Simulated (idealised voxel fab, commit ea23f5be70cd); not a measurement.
process module | voxel transistor to metal
cross-section cut | 290 nm wide | cells 5 nm
A cross-section is a grid of square cells, given in bands from the top down. A band is one or more rows of cells.
Each band's line starts with the height of the band's top and of its bottom, in nm. Then come its materials from left to right, each with its width in nm. One material with "throughout" fills the band from edge to edge. "air" is empty space.
Height 0 is the level under which the wafer as received is all one material. The lowest band goes on downwards, as in "0 down".
A width such as "30 to 40" changes by the same amount from each row of cells to the next, from the band's top row to its bottom row.
"no change" after a step means that no cell of the cross-section changed.
closed voids: empty space of 8 cells or more with no open way to the top, each as width x height at its distance from the left edge, in nm
after a step's settings: what the simulator itself notes on the step
overlay nm, on a step with a mask: how far to the right of its planned place the mask lay; to the left if negative
plan
1 op RECEIVE | material Si
2 op OXIDIZE | depth nm 5
3 op CONFORMAL_DEP | material SiN | thk nm 10
4 op PATTERN | tone cover | mask id ACTIVE | material resist | width nm 115 | pitch nm 140 | thk nm 15 | overlay nm 0
5 op DIRECTIONAL_ETCH | etch materials SiN | depth nm 10
6 op DIRECTIONAL_ETCH | etch materials SiO2 | depth nm 5
7 op DIRECTIONAL_ETCH | etch materials Si | depth nm 35
8 op STRIP | etch materials resist
9 op FILL_DEP | material SiO2 | thk nm 10
10 op CMP | height nm 10
11 op SELECTIVE_ETCH | etch materials SiO2 | depth nm 10
12 op STRIP | etch materials SiN
13 op SELECTIVE_ETCH | etch materials SiO2 | depth nm 5
14 op OXIDIZE | depth nm 5
15 op DIRECTIONAL_DEP | material polySi | thk nm 20
16 op DIRECTIONAL_DEP | material SiCN | thk nm 15
17 op PATTERN | tone cover | mask id GATE | material resist | width nm 25 | pitch nm 140 | thk nm 15 | overlay nm 0
18 op DIRECTIONAL_ETCH | etch materials SiCN | depth nm 25
19 op DIRECTIONAL_ETCH | etch materials polySi | depth nm 30
20 op STRIP | etch materials resist
21 op CONFORMAL_DEP | material SiN | thk nm 5
22 op DIRECTIONAL_ETCH | etch materials SiN | depth nm 5
23 op DIRECTIONAL_ETCH | etch materials SiO2 | depth nm 5
24 op DIRECTIONAL_ETCH | etch materials Si | depth nm 15
25 op EPI | material nSi | thk nm 20
26 op FILL_DEP | material SiO2 | thk nm 10
27 op CMP | height nm 15
28 op STRIP | etch materials polySi
29 op SELECTIVE_ETCH | etch materials SiO2 | depth nm 5
30 op CONFORMAL_DEP | material HfO2 | thk nm 5
31 op CONFORMAL_DEP | material TiN | thk nm 5
32 op FILL_DEP | material W | thk nm 10
33 op CMP | height nm 10
34 op DIRECTIONAL_DEP | material SiO2 | thk nm 15
35 op MASKED_ETCH | tone open | mask id CONTACT | width nm 15 | etch materials SiO2 | depth nm 30 | overlay nm 0
36 op CONFORMAL_DEP | material TiN | thk nm 5
37 op FILL_DEP | material Ru | thk nm 5
38 op CMP | height nm 25
39 op CONFORMAL_DEP | material SiN | thk nm 5
40 op DIRECTIONAL_DEP | material SiO2 | thk nm 20
41 op DIRECTIONAL_DEP | material aC | thk nm 10
42 op PATTERN | tone open | mask id METAL_1 | material resist | width nm 15 | thk nm 30 | overlay nm 0
43 op DIRECTIONAL_ETCH | etch materials aC | depth nm 10
44 op STRIP | etch materials resist
45 op DIRECTIONAL_ETCH | etch materials SiO2 | depth nm 20
46 op DIRECTIONAL_ETCH | etch materials SiN | depth nm 5
47 op STRIP | etch materials aC
48 op CONFORMAL_DEP | material TiN | thk nm 5
49 op FILL_DEP | material Cu | thk nm 5
50 op CMP | height nm 50
51 op EPI | material Ru | thk nm 5
52 op FILL_DEP | material SiCN | thk nm 5
first wafer, as planned
as received, after step 1
  0 down: Si throughout
  closed voids: none
after step 2
  0 to -5: SiO2 throughout
  below -5: unchanged
after step 3
  10 to 0: SiN throughout
  below 0: unchanged
after step 4
  25 to 10: air 15 | resist 115 | air 25 | resist 115 | air 20
  below 10: unchanged
after step 5
  25 to 10: air 15 | resist 115 | air 25 | resist 115 | air 20
  10 to 0: air 15 | SiN 115 | air 25 | SiN 115 | air 20
  below 0: unchanged
after step 6
  25 to 10: air 15 | resist 115 | air 25 | resist 115 | air 20
  10 to 0: air 15 | SiN 115 | air 25 | SiN 115 | air 20
  0 to -5: air 15 | SiO2 115 | air 25 | SiO2 115 | air 20
  below -5: unchanged
after step 7
  25 to 10: air 15 | resist 115 | air 25 | resist 115 | air 20
  10 to 0: air 15 | SiN 115 | air 25 | SiN 115 | air 20
  0 to -5: air 15 | SiO2 115 | air 25 | SiO2 115 | air 20
  -5 to -40: air 15 | Si 115 | air 25 | Si 115 | air 20
  below -40: unchanged
after step 8
  10 to 0: air 15 | SiN 115 | air 25 | SiN 115 | air 20
  below 0: unchanged
after step 9
  20 to 10: SiO2 throughout
  10 to 0: SiO2 15 | SiN 115 | SiO2 25 | SiN 115 | SiO2 20
  0 to -5: SiO2 throughout
  -5 to -40: SiO2 15 | Si 115 | SiO2 25 | Si 115 | SiO2 20
  below -40: unchanged
after step 10
  10 to 0: SiO2 15 | SiN 115 | SiO2 25 | SiN 115 | SiO2 20
  below 0: unchanged
after step 11
  10 to 0: air 15 | SiN 115 | air 25 | SiN 115 | air 20
  below 0: unchanged
after step 12
  0 to -5: SiO2 throughout
  below -5: unchanged
after step 13
  -5 to -40: SiO2 15 | Si 115 | SiO2 25 | Si 115 | SiO2 20
  below -40: unchanged
after step 14
  -5 to -10: SiO2 throughout
  below -10: unchanged
after step 15
  15 to -5: polySi throughout
  below -5: unchanged
after step 16
  30 to 15: SiCN throughout
  below 15: unchanged
after step 17
  45 to 30: air 60 | resist 25 | air 115 | resist 25 | air 65
  below 30: unchanged
after step 18
  45 to 30: air 60 | resist 25 | air 115 | resist 25 | air 65
  30 to 15: air 60 | SiCN 25 | air 115 | SiCN 25 | air 65
  below 15: unchanged
after step 19
  45 to 30: air 60 | resist 25 | air 115 | resist 25 | air 65
  30 to 15: air 60 | SiCN 25 | air 115 | SiCN 25 | air 65
  15 to -5: air 60 | polySi 25 | air 115 | polySi 25 | air 65
  below -5: unchanged
after step 20
  30 to 15: air 60 | SiCN 25 | air 115 | SiCN 25 | air 65
  below 15: unchanged
after step 21
  35 to 30: air 55 | SiN 35 | air 105 | SiN 35 | air 60
  30 to 15: air 55 | SiN 5 | SiCN 25 | SiN 5 | air 105 | SiN 5 | SiCN 25 | SiN 5 | air 60
  15 to 0: air 55 | SiN 5 | polySi 25 | SiN 5 | air 105 | SiN 5 | polySi 25 | SiN 5 | air 60
  0 to -5: SiN 60 | polySi 25 | SiN 115 | polySi 25 | SiN 65
  below -5: unchanged
after step 22
  30 to 15: air 55 | SiN 5 | SiCN 25 | SiN 5 | air 105 | SiN 5 | SiCN 25 | SiN 5 | air 60
  15 to -5: air 55 | SiN 5 | polySi 25 | SiN 5 | air 105 | SiN 5 | polySi 25 | SiN 5 | air 60
  below -5: unchanged
after step 23
  30 to 15: air 55 | SiN 5 | SiCN 25 | SiN 5 | air 105 | SiN 5 | SiCN 25 | SiN 5 | air 60
  15 to -5: air 55 | SiN 5 | polySi 25 | SiN 5 | air 105 | SiN 5 | polySi 25 | SiN 5 | air 60
  -5 to -10: air 55 | SiO2 35 | air 105 | SiO2 35 | air 60
  below -10: unchanged
after step 24
  30 to 15: air 55 | SiN 5 | SiCN 25 | SiN 5 | air 105 | SiN 5 | SiCN 25 | SiN 5 | air 60
  15 to -5: air 55 | SiN 5 | polySi 25 | SiN 5 | air 105 | SiN 5 | polySi 25 | SiN 5 | air 60
  -5 to -10: air 55 | SiO2 35 | air 105 | SiO2 35 | air 60
  -10 to -25: SiO2 15 | air 40 | Si 35 | air 40 | SiO2 25 | air 40 | Si 35 | air 40 | SiO2 20
  below -25: unchanged
after step 25
  30 to 15: air 55 | SiN 5 | SiCN 25 | SiN 5 | air 105 | SiN 5 | SiCN 25 | SiN 5 | air 60
  15 to 10: air 55 | SiN 5 | polySi 25 | SiN 5 | air 105 | SiN 5 | polySi 25 | SiN 5 | air 60
  10 to -5: air 35 | nSi 20 | SiN 5 | polySi 25 | SiN 5 | nSi 20 | air 65 | nSi 20 | SiN 5 | polySi 25 | SiN 5 | nSi 20 | air 40
  -5 to -10: air 10 | nSi 45 | SiO2 35 | nSi 45 | air 15 | nSi 45 | SiO2 35 | nSi 45 | air 15
  -10 to -25: SiO2 15 | nSi 40 | Si 35 | nSi 40 | SiO2 25 | nSi 40 | Si 35 | nSi 40 | SiO2 20
  below -25: unchanged
after step 26
  40 to 30: SiO2 throughout
  30 to 15: SiO2 55 | SiN 5 | SiCN 25 | SiN 5 | SiO2 105 | SiN 5 | SiCN 25 | SiN 5 | SiO2 60
  15 to 10: SiO2 55 | SiN 5 | polySi 25 | SiN 5 | SiO2 105 | SiN 5 | polySi 25 | SiN 5 | SiO2 60
  10 to -5: SiO2 35 | nSi 20 | SiN 5 | polySi 25 | SiN 5 | nSi 20 | SiO2 65 | nSi 20 | SiN 5 | polySi 25 | SiN 5 | nSi 20 | SiO2 40
  -5 to -10: SiO2 10 | nSi 45 | SiO2 35 | nSi 45 | SiO2 15 | nSi 45 | SiO2 35 | nSi 45 | SiO2 15
  below -10: unchanged
after step 27
  15 to 10: SiO2 55 | SiN 5 | polySi 25 | SiN 5 | SiO2 105 | SiN 5 | polySi 25 | SiN 5 | SiO2 60
  below 10: unchanged
after step 28
  15 to 10: SiO2 55 | SiN 5 | air 25 | SiN 5 | SiO2 105 | SiN 5 | air 25 | SiN 5 | SiO2 60
  10 to -5: SiO2 35 | nSi 20 | SiN 5 | air 25 | SiN 5 | nSi 20 | SiO2 65 | nSi 20 | SiN 5 | air 25 | SiN 5 | nSi 20 | SiO2 40
  below -5: unchanged
after step 29
  15 to 10: air 55 | SiN 5 | air 25 | SiN 5 | air 105 | SiN 5 | air 25 | SiN 5 | air 60
  10 to -5: SiO2 35 | nSi 20 | SiN 5 | air 25 | SiN 5 | nSi 20 | SiO2 65 | nSi 20 | SiN 5 | air 25 | SiN 5 | nSi 20 | SiO2 40
  -5 to -10: SiO2 10 | nSi 45 | air 35 | nSi 45 | SiO2 15 | nSi 45 | air 35 | nSi 45 | SiO2 15
  below -10: unchanged
after step 30
  20 to 15: air 50 | HfO2 15 | air 15 | HfO2 15 | air 95 | HfO2 15 | air 15 | HfO2 15 | air 55
  15 to 10: HfO2 55 | SiN 5 | HfO2 5 | air 15 | HfO2 5 | SiN 5 | HfO2 105 | SiN 5 | HfO2 5 | air 15 | HfO2 5 | SiN 5 | HfO2 60
  10 to -5: SiO2 35 | nSi 20 | SiN 5 | HfO2 5 | air 15 | HfO2 5 | SiN 5 | nSi 20 | SiO2 65 | nSi 20 | SiN 5 | HfO2 5 | air 15 | HfO2 5 | SiN 5 | nSi 20 | SiO2 40
  -5 to -10: SiO2 10 | nSi 45 | HfO2 35 | nSi 45 | SiO2 15 | nSi 45 | HfO2 35 | nSi 45 | SiO2 15
  below -10: unchanged
after step 31
  25 to 20: air 45 | TiN 25 | air 5 | TiN 25 | air 85 | TiN 25 | air 5 | TiN 25 | air 50
  20 to 15: TiN 50 | HfO2 15 | TiN 5 | air 5 | TiN 5 | HfO2 15 | TiN 95 | HfO2 15 | TiN 5 | air 5 | TiN 5 | HfO2 15 | TiN 55
  15 to 10: HfO2 55 | SiN 5 | HfO2 5 | TiN 5 | air 5 | TiN 5 | HfO2 5 | SiN 5 | HfO2 105 | SiN 5 | HfO2 5 | TiN 5 | air 5 | TiN 5 | HfO2 5 | SiN 5 | HfO2 60
  10 to 0: SiO2 35 | nSi 20 | SiN 5 | HfO2 5 | TiN 5 | air 5 | TiN 5 | HfO2 5 | SiN 5 | nSi 20 | SiO2 65 | nSi 20 | SiN 5 | HfO2 5 | TiN 5 | air 5 | TiN 5 | HfO2 5 | SiN 5 | nSi 20 | SiO2 40
  0 to -5: SiO2 35 | nSi 20 | SiN 5 | HfO2 5 | TiN 15 | HfO2 5 | SiN 5 | nSi 20 | SiO2 65 | nSi 20 | SiN 5 | HfO2 5 | TiN 15 | HfO2 5 | SiN 5 | nSi 20 | SiO2 40
  below -5: unchanged
after step 32
  35 to 25: W throughout
  25 to 20: W 45 | TiN 25 | W 5 | TiN 25 | W 85 | TiN 25 | W 5 | TiN 25 | W 50
  20 to 15: TiN 50 | HfO2 15 | TiN 5 | W 5 | TiN 5 | HfO2 15 | TiN 95 | HfO2 15 | TiN 5 | W 5 | TiN 5 | HfO2 15 | TiN 55
  15 to 10: HfO2 55 | SiN 5 | HfO2 5 | TiN 5 | W 5 | TiN 5 | HfO2 5 | SiN 5 | HfO2 105 | SiN 5 | HfO2 5 | TiN 5 | W 5 | TiN 5 | HfO2 5 | SiN 5 | HfO2 60
  10 to 0: SiO2 35 | nSi 20 | SiN 5 | HfO2 5 | TiN 5 | W 5 | TiN 5 | HfO2 5 | SiN 5 | nSi 20 | SiO2 65 | nSi 20 | SiN 5 | HfO2 5 | TiN 5 | W 5 | TiN 5 | HfO2 5 | SiN 5 | nSi 20 | SiO2 40
  below 0: unchanged
after step 33
  10 to 0: SiO2 35 | nSi 20 | SiN 5 | HfO2 5 | TiN 5 | W 5 | TiN 5 | HfO2 5 | SiN 5 | nSi 20 | SiO2 65 | nSi 20 | SiN 5 | HfO2 5 | TiN 5 | W 5 | TiN 5 | HfO2 5 | SiN 5 | nSi 20 | SiO2 40
  below 0: unchanged
after step 34
  25 to 10: SiO2 throughout
  below 10: unchanged
after step 35
  25 to 10: SiO2 25 | air 15 | SiO2 65 | air 15 | SiO2 45 | air 15 | SiO2 65 | air 15 | SiO2 30
  10 to 0: SiO2 25 | air 10 | nSi 20 | SiN 5 | HfO2 5 | TiN 5 | W 5 | TiN 5 | HfO2 5 | SiN 5 | nSi 20 | air 10 | SiO2 45 | air 10 | nSi 20 | SiN 5 | HfO2 5 | TiN 5 | W 5 | TiN 5 | HfO2 5 | SiN 5 | nSi 20 | air 10 | SiO2 30
  0 to -5: SiO2 25 | air 10 | nSi 20 | SiN 5 | HfO2 5 | TiN 15 | HfO2 5 | SiN 5 | nSi 20 | air 10 | SiO2 45 | air 10 | nSi 20 | SiN 5 | HfO2 5 | TiN 15 | HfO2 5 | SiN 5 | nSi 20 | air 10 | SiO2 30
  below -5: unchanged
after step 36
  30 to 25: TiN 30 | air 5 | TiN 75 | air 5 | TiN 55 | air 5 | TiN 75 | air 5 | TiN 35
  25 to 15: SiO2 25 | TiN 5 | air 5 | TiN 5 | SiO2 65 | TiN 5 | air 5 | TiN 5 | SiO2 45 | TiN 5 | air 5 | TiN 5 | SiO2 65 | TiN 5 | air 5 | TiN 5 | SiO2 30
  15 to 10: SiO2 25 | TiN 15 | SiO2 65 | TiN 15 | SiO2 45 | TiN 15 | SiO2 65 | TiN 15 | SiO2 30
  10 to 0: SiO2 25 | TiN 10 | nSi 20 | SiN 5 | HfO2 5 | TiN 5 | W 5 | TiN 5 | HfO2 5 | SiN 5 | nSi 20 | TiN 10 | SiO2 45 | TiN 10 | nSi 20 | SiN 5 | HfO2 5 | TiN 5 | W 5 | TiN 5 | HfO2 5 | SiN 5 | nSi 20 | TiN 10 | SiO2 30
  0 to -5: SiO2 25 | TiN 10 | nSi 20 | SiN 5 | HfO2 5 | TiN 15 | HfO2 5 | SiN 5 | nSi 20 | TiN 10 | SiO2 45 | TiN 10 | nSi 20 | SiN 5 | HfO2 5 | TiN 15 | HfO2 5 | SiN 5 | nSi 20 | TiN 10 | SiO2 30
  below -5: unchanged
after step 37
  35 to 30: Ru throughout
  30 to 25: TiN 30 | Ru 5 | TiN 75 | Ru 5 | TiN 55 | Ru 5 | TiN 75 | Ru 5 | TiN 35
  25 to 15: SiO2 25 | TiN 5 | Ru 5 | TiN 5 | SiO2 65 | TiN 5 | Ru 5 | TiN 5 | SiO2 45 | TiN 5 | Ru 5 | TiN 5 | SiO2 65 | TiN 5 | Ru 5 | TiN 5 | SiO2 30
  below 15: unchanged
after step 38
  25 to 15: SiO2 25 | TiN 5 | Ru 5 | TiN 5 | SiO2 65 | TiN 5 | Ru 5 | TiN 5 | SiO2 45 | TiN 5 | Ru 5 | TiN 5 | SiO2 65 | TiN 5 | Ru 5 | TiN 5 | SiO2 30
  below 15: unchanged
after step 39
  30 to 25: SiN throughout
  below 25: unchanged
after step 40
  50 to 30: SiO2 throughout
  below 30: unchanged
after step 41
  60 to 50: aC throughout
  below 50: unchanged
after step 42
  90 to 60: resist 25 | air 15 | resist 65 | air 15 | resist 45 | air 15 | resist 65 | air 15 | resist 30
  below 60: unchanged
after step 43
  80 to 60: resist 25 | air 15 | resist 65 | air 15 | resist 45 | air 15 | resist 65 | air 15 | resist 30
  60 to 50: aC 25 | air 15 | aC 65 | air 15 | aC 45 | air 15 | aC 65 | air 15 | aC 30
  below 50: unchanged
after step 44
  60 to 50: aC 25 | air 15 | aC 65 | air 15 | aC 45 | air 15 | aC 65 | air 15 | aC 30
  below 50: unchanged
after step 45
  60 to 50: aC 25 | air 15 | aC 65 | air 15 | aC 45 | air 15 | aC 65 | air 15 | aC 30
  50 to 30: SiO2 25 | air 15 | SiO2 65 | air 15 | SiO2 45 | air 15 | SiO2 65 | air 15 | SiO2 30
  below 30: unchanged
after step 46
  60 to 50: aC 25 | air 15 | aC 65 | air 15 | aC 45 | air 15 | aC 65 | air 15 | aC 30
  50 to 30: SiO2 25 | air 15 | SiO2 65 | air 15 | SiO2 45 | air 15 | SiO2 65 | air 15 | SiO2 30
  30 to 25: SiN 25 | air 15 | SiN 65 | air 15 | SiN 45 | air 15 | SiN 65 | air 15 | SiN 30
  below 25: unchanged
after step 47
  50 to 30: SiO2 25 | air 15 | SiO2 65 | air 15 | SiO2 45 | air 15 | SiO2 65 | air 15 | SiO2 30
  below 30: unchanged
after step 48
  55 to 50: TiN 30 | air 5 | TiN 75 | air 5 | TiN 55 | air 5 | TiN 75 | air 5 | TiN 35
  50 to 30: SiO2 25 | TiN 5 | air 5 | TiN 5 | SiO2 65 | TiN 5 | air 5 | TiN 5 | SiO2 45 | TiN 5 | air 5 | TiN 5 | SiO2 65 | TiN 5 | air 5 | TiN 5 | SiO2 30
  30 to 25: SiN 25 | TiN 15 | SiN 65 | TiN 15 | SiN 45 | TiN 15 | SiN 65 | TiN 15 | SiN 30
  below 25: unchanged
after step 49
  60 to 55: Cu throughout
  55 to 50: TiN 30 | Cu 5 | TiN 75 | Cu 5 | TiN 55 | Cu 5 | TiN 75 | Cu 5 | TiN 35
  50 to 30: SiO2 25 | TiN 5 | Cu 5 | TiN 5 | SiO2 65 | TiN 5 | Cu 5 | TiN 5 | SiO2 45 | TiN 5 | Cu 5 | TiN 5 | SiO2 65 | TiN 5 | Cu 5 | TiN 5 | SiO2 30
  below 30: unchanged
after step 50
  50 to 30: SiO2 25 | TiN 5 | Cu 5 | TiN 5 | SiO2 65 | TiN 5 | Cu 5 | TiN 5 | SiO2 45 | TiN 5 | Cu 5 | TiN 5 | SiO2 65 | TiN 5 | Cu 5 | TiN 5 | SiO2 30
  below 30: unchanged
after step 51
  55 to 50: air 20 | Ru 25 | air 55 | Ru 25 | air 35 | Ru 25 | air 55 | Ru 25 | air 25
  below 50: unchanged
after step 52
  60 to 55: SiCN throughout
  55 to 50: SiCN 20 | Ru 25 | SiCN 55 | Ru 25 | SiCN 35 | Ru 25 | SiCN 55 | Ru 25 | SiCN 25
  below 50: unchanged
second wafer: like start, like plan, one mistake. Through step 14 it matches the first wafer
when step 15 should have ended: no change
when step 16 should have ended
  10 to -5: SiCN throughout
  below -5: unchanged
when step 17 should have ended
  25 to 10: air 60 | resist 25 | air 115 | resist 25 | air 65
  below 10: unchanged
when step 18 should have ended
  25 to 10: air 60 | resist 25 | air 115 | resist 25 | air 65
  10 to -5: air 60 | SiCN 25 | air 115 | SiCN 25 | air 65
  below -5: unchanged
when step 19 should have ended: no change
when step 20 should have ended
  10 to -5: air 60 | SiCN 25 | air 115 | SiCN 25 | air 65
  below -5: unchanged
when step 21 should have ended
  15 to 10: air 55 | SiN 35 | air 105 | SiN 35 | air 60
  10 to 0: air 55 | SiN 5 | SiCN 25 | SiN 5 | air 105 | SiN 5 | SiCN 25 | SiN 5 | air 60
  0 to -5: SiN 60 | SiCN 25 | SiN 115 | SiCN 25 | SiN 65
  below -5: unchanged
when step 22 should have ended
  10 to -5: air 55 | SiN 5 | SiCN 25 | SiN 5 | air 105 | SiN 5 | SiCN 25 | SiN 5 | air 60
  below -5: unchanged
when step 23 should have ended
  10 to -5: air 55 | SiN 5 | SiCN 25 | SiN 5 | air 105 | SiN 5 | SiCN 25 | SiN 5 | air 60
  -5 to -10: air 55 | SiO2 35 | air 105 | SiO2 35 | air 60
  below -10: unchanged
when step 24 should have ended
  10 to -5: air 55 | SiN 5 | SiCN 25 | SiN 5 | air 105 | SiN 5 | SiCN 25 | SiN 5 | air 60
  -5 to -10: air 55 | SiO2 35 | air 105 | SiO2 35 | air 60
  -10 to -25: SiO2 15 | air 40 | Si 35 | air 40 | SiO2 25 | air 40 | Si 35 | air 40 | SiO2 20
  below -25: unchanged
when step 25 should have ended
  10 to -5: air 35 | nSi 20 | SiN 5 | SiCN 25 | SiN 5 | nSi 20 | air 65 | nSi 20 | SiN 5 | SiCN 25 | SiN 5 | nSi 20 | air 40
  -5 to -10: air 10 | nSi 45 | SiO2 35 | nSi 45 | air 15 | nSi 45 | SiO2 35 | nSi 45 | air 15
  -10 to -25: SiO2 15 | nSi 40 | Si 35 | nSi 40 | SiO2 25 | nSi 40 | Si 35 | nSi 40 | SiO2 20
  below -25: unchanged
when step 26 should have ended
  20 to 10: SiO2 throughout
  10 to -5: SiO2 35 | nSi 20 | SiN 5 | SiCN 25 | SiN 5 | nSi 20 | SiO2 65 | nSi 20 | SiN 5 | SiCN 25 | SiN 5 | nSi 20 | SiO2 40
  -5 to -10: SiO2 10 | nSi 45 | SiO2 35 | nSi 45 | SiO2 15 | nSi 45 | SiO2 35 | nSi 45 | SiO2 15
  below -10: unchanged
when step 27 should have ended
  15 to 10: SiO2 throughout
  below 10: unchanged
when step 28 should have ended: no change
when step 29 should have ended
  10 to -5: SiO2 35 | nSi 20 | SiN 5 | SiCN 25 | SiN 5 | nSi 20 | SiO2 65 | nSi 20 | SiN 5 | SiCN 25 | SiN 5 | nSi 20 | SiO2 40
  below -5: unchanged
when step 30 should have ended
  15 to 10: HfO2 throughout
  below 10: unchanged
when step 31 should have ended
  20 to 15: TiN throughout
  below 15: unchanged
when step 32 should have ended
  30 to 20: W throughout
  below 20: unchanged
when step 33 should have ended
  10 to -5: SiO2 35 | nSi 20 | SiN 5 | SiCN 25 | SiN 5 | nSi 20 | SiO2 65 | nSi 20 | SiN 5 | SiCN 25 | SiN 5 | nSi 20 | SiO2 40
  below -5: unchanged
when step 34 should have ended
  25 to 10: SiO2 throughout
  below 10: unchanged
when step 35 should have ended
  25 to 10: SiO2 25 | air 15 | SiO2 65 | air 15 | SiO2 45 | air 15 | SiO2 65 | air 15 | SiO2 30
  10 to -5: SiO2 25 | air 10 | nSi 20 | SiN 5 | SiCN 25 | SiN 5 | nSi 20 | air 10 | SiO2 45 | air 10 | nSi 20 | SiN 5 | SiCN 25 | SiN 5 | nSi 20 | air 10 | SiO2 30
  below -5: unchanged
when step 36 should have ended
  30 to 25: TiN 30 | air 5 | TiN 75 | air 5 | TiN 55 | air 5 | TiN 75 | air 5 | TiN 35
  25 to 15: SiO2 25 | TiN 5 | air 5 | TiN 5 | SiO2 65 | TiN 5 | air 5 | TiN 5 | SiO2 45 | TiN 5 | air 5 | TiN 5 | SiO2 65 | TiN 5 | air 5 | TiN 5 | SiO2 30
  15 to 10: SiO2 25 | TiN 15 | SiO2 65 | TiN 15 | SiO2 45 | TiN 15 | SiO2 65 | TiN 15 | SiO2 30
  10 to -5: SiO2 25 | TiN 10 | nSi 20 | SiN 5 | SiCN 25 | SiN 5 | nSi 20 | TiN 10 | SiO2 45 | TiN 10 | nSi 20 | SiN 5 | SiCN 25 | SiN 5 | nSi 20 | TiN 10 | SiO2 30
  below -5: unchanged
when step 37 should have ended
  35 to 30: Ru throughout
  30 to 25: TiN 30 | Ru 5 | TiN 75 | Ru 5 | TiN 55 | Ru 5 | TiN 75 | Ru 5 | TiN 35
  25 to 15: SiO2 25 | TiN 5 | Ru 5 | TiN 5 | SiO2 65 | TiN 5 | Ru 5 | TiN 5 | SiO2 45 | TiN 5 | Ru 5 | TiN 5 | SiO2 65 | TiN 5 | Ru 5 | TiN 5 | SiO2 30
  below 15: unchanged
when step 38 should have ended
  25 to 15: SiO2 25 | TiN 5 | Ru 5 | TiN 5 | SiO2 65 | TiN 5 | Ru 5 | TiN 5 | SiO2 45 | TiN 5 | Ru 5 | TiN 5 | SiO2 65 | TiN 5 | Ru 5 | TiN 5 | SiO2 30
  below 15: unchanged
when step 39 should have ended
  30 to 25: SiN throughout
  below 25: unchanged
when step 40 should have ended
  50 to 30: SiO2 throughout
  below 30: unchanged
when step 41 should have ended
  60 to 50: aC throughout
  below 50: unchanged
when step 42 should have ended
  90 to 60: resist 25 | air 15 | resist 65 | air 15 | resist 45 | air 15 | resist 65 | air 15 | resist 30
  below 60: unchanged
when step 43 should have ended
  80 to 60: resist 25 | air 15 | resist 65 | air 15 | resist 45 | air 15 | resist 65 | air 15 | resist 30
  60 to 50: aC 25 | air 15 | aC 65 | air 15 | aC 45 | air 15 | aC 65 | air 15 | aC 30
  below 50: unchanged
when step 44 should have ended
  60 to 50: aC 25 | air 15 | aC 65 | air 15 | aC 45 | air 15 | aC 65 | air 15 | aC 30
  below 50: unchanged
when step 45 should have ended
  60 to 50: aC 25 | air 15 | aC 65 | air 15 | aC 45 | air 15 | aC 65 | air 15 | aC 30
  50 to 30: SiO2 25 | air 15 | SiO2 65 | air 15 | SiO2 45 | air 15 | SiO2 65 | air 15 | SiO2 30
  below 30: unchanged
when step 46 should have ended
  60 to 50: aC 25 | air 15 | aC 65 | air 15 | aC 45 | air 15 | aC 65 | air 15 | aC 30
  50 to 30: SiO2 25 | air 15 | SiO2 65 | air 15 | SiO2 45 | air 15 | SiO2 65 | air 15 | SiO2 30
  30 to 25: SiN 25 | air 15 | SiN 65 | air 15 | SiN 45 | air 15 | SiN 65 | air 15 | SiN 30
  below 25: unchanged
when step 47 should have ended
  50 to 30: SiO2 25 | air 15 | SiO2 65 | air 15 | SiO2 45 | air 15 | SiO2 65 | air 15 | SiO2 30
  below 30: unchanged
when step 48 should have ended
  55 to 50: TiN 30 | air 5 | TiN 75 | air 5 | TiN 55 | air 5 | TiN 75 | air 5 | TiN 35
  50 to 30: SiO2 25 | TiN 5 | air 5 | TiN 5 | SiO2 65 | TiN 5 | air 5 | TiN 5 | SiO2 45 | TiN 5 | air 5 | TiN 5 | SiO2 65 | TiN 5 | air 5 | TiN 5 | SiO2 30
  30 to 25: SiN 25 | TiN 15 | SiN 65 | TiN 15 | SiN 45 | TiN 15 | SiN 65 | TiN 15 | SiN 30
  below 25: unchanged
when step 49 should have ended
  60 to 55: Cu throughout
  55 to 50: TiN 30 | Cu 5 | TiN 75 | Cu 5 | TiN 55 | Cu 5 | TiN 75 | Cu 5 | TiN 35
  50 to 30: SiO2 25 | TiN 5 | Cu 5 | TiN 5 | SiO2 65 | TiN 5 | Cu 5 | TiN 5 | SiO2 45 | TiN 5 | Cu 5 | TiN 5 | SiO2 65 | TiN 5 | Cu 5 | TiN 5 | SiO2 30
  below 30: unchanged
when step 50 should have ended
  50 to 30: SiO2 25 | TiN 5 | Cu 5 | TiN 5 | SiO2 65 | TiN 5 | Cu 5 | TiN 5 | SiO2 45 | TiN 5 | Cu 5 | TiN 5 | SiO2 65 | TiN 5 | Cu 5 | TiN 5 | SiO2 30
  below 30: unchanged
when step 51 should have ended
  55 to 50: air 20 | Ru 25 | air 55 | Ru 25 | air 35 | Ru 25 | air 55 | Ru 25 | air 25
  below 50: unchanged
when step 52 should have ended
  60 to 55: SiCN throughout
  55 to 50: SiCN 20 | Ru 25 | SiCN 55 | Ru 25 | SiCN 35 | Ru 25 | SiCN 55 | Ru 25 | SiCN 25
  below 50: unchanged
what went wrong: step 15 was left out
at the end the second wafer has, in cells: 26 fewer of HfO2 | 30 more of SiCN | 14 more of SiO2 | 14 fewer of TiN | 4 fewer of W
